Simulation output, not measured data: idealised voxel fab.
The document below concerns the process module designated voxel gate over fins.
Section cut is 185 nm wide and gridded with 5 nm square cells.
In this document a cross-section is written as a grid of square cells. It is given as a series of bands, listed from the top down, and a band is one or more rows of cells.
What a band's entry tells you: where the top is and where the bottom is, as heights in nm, and after that what lies inside, material by material from left to right, each with its width in nm. Empty space is written as the word "air", and a single material marked with the word "full width" occupies the band from edge to edge.
The reference from which all heights are counted is 0, the level beneath which the as-received wafer is entirely one material; the lowest band, having no lower bound, proceeds downward and is written after the example "0 -> down".
When a width is written as two numbers, as in "30->40", the first number is the width in the top row of cells of the band and the second is the width in its bottom row, and the width changes by the same amount from each row to the next.
A step reported as "remained the same" is a step in which no cell of the cross-section changed.
In the "Closed void listing" entry, you get each enclosed empty space of 8 cells or more, one with no open way to the top, written width x height at distance, distance from the left edge, in nm.
Past the settings on a step's line: simulator remark, on that step.
overlay nm: on a step with a mask, how far right of its planned place the mask lay; negative means left.
Here's what the planned process steps look like:
1,op RECEIVE | material Si
2,op CONFORMAL_DEP | material SiN | thk nm 5
3,op DIRECTIONAL_DEP | material aC | thk nm 15
4,op PATTERN | tone cover | mask id FINS | material resist | width nm 15 | pitch nm 45 | thk nm 35 | overlay nm 0
5,op DIRECTIONAL_ETCH | etch materials aC | depth nm 15
6,op STRIP | etch materials resist
7,op DIRECTIONAL_ETCH | etch materials SiN | depth nm 5
8,op DIRECTIONAL_ETCH | etch materials Si | depth nm 30
9,op STRIP | etch materials aC
10,op OXIDIZE | depth nm 5
11,op FILL_DEP | material SiO2 | thk nm 5
12,op CMP | height nm 5
13,op SELECTIVE_ETCH | etch materials SiO2 | depth nm 20
14,op STRIP | etch materials SiN
15,op CONFORMAL_DEP | material HfO2 | thk nm 5
16,op CONFORMAL_DEP | material TiN | thk nm 5
17,op FILL_DEP | material W | thk nm 15
18,op CMP | height nm 20
19,op CONFORMAL_DEP | material SiCN | thk nm 5
Wafer at receipt (post step 1), cross-section:
0 -> down  Si full width
Closed void listing: none
Starting wafer: above. Plan: above. Run: one mistake. Cross-section after the module: below:
25 -> 20  SiCN full width
20 -> 5  W full width
5 -> 0  40 nm W, then 15 nm TiN, then 30 nm W, then 15 nm TiN, then 30 nm W, then 15 nm TiN, then 40 nm W
0 -> -10  40 nm W, then 5 nm TiN, then 5 nm Si, then 5 nm TiN, then 30 nm W, then 5 nm TiN, then 5 nm Si, then 5 nm TiN, then 30 nm W, then 5 nm TiN, then 5 nm Si, then 5 nm TiN, then 40 nm W
-10 -> -15  45 nm TiN, then 5 nm Si, then 40 nm TiN, then 5 nm Si, then 40 nm TiN, then 5 nm Si, then 45 nm TiN
-15 -> -35  45 nm SiO2, then 5 nm Si, then 40 nm SiO2, then 5 nm Si, then 40 nm SiO2, then 5 nm Si, then 45 nm SiO2
-35 -> down  Si full width
Closed void listing: none
Diagnosis: the run left out plan step 15 entirely, so it was never executed
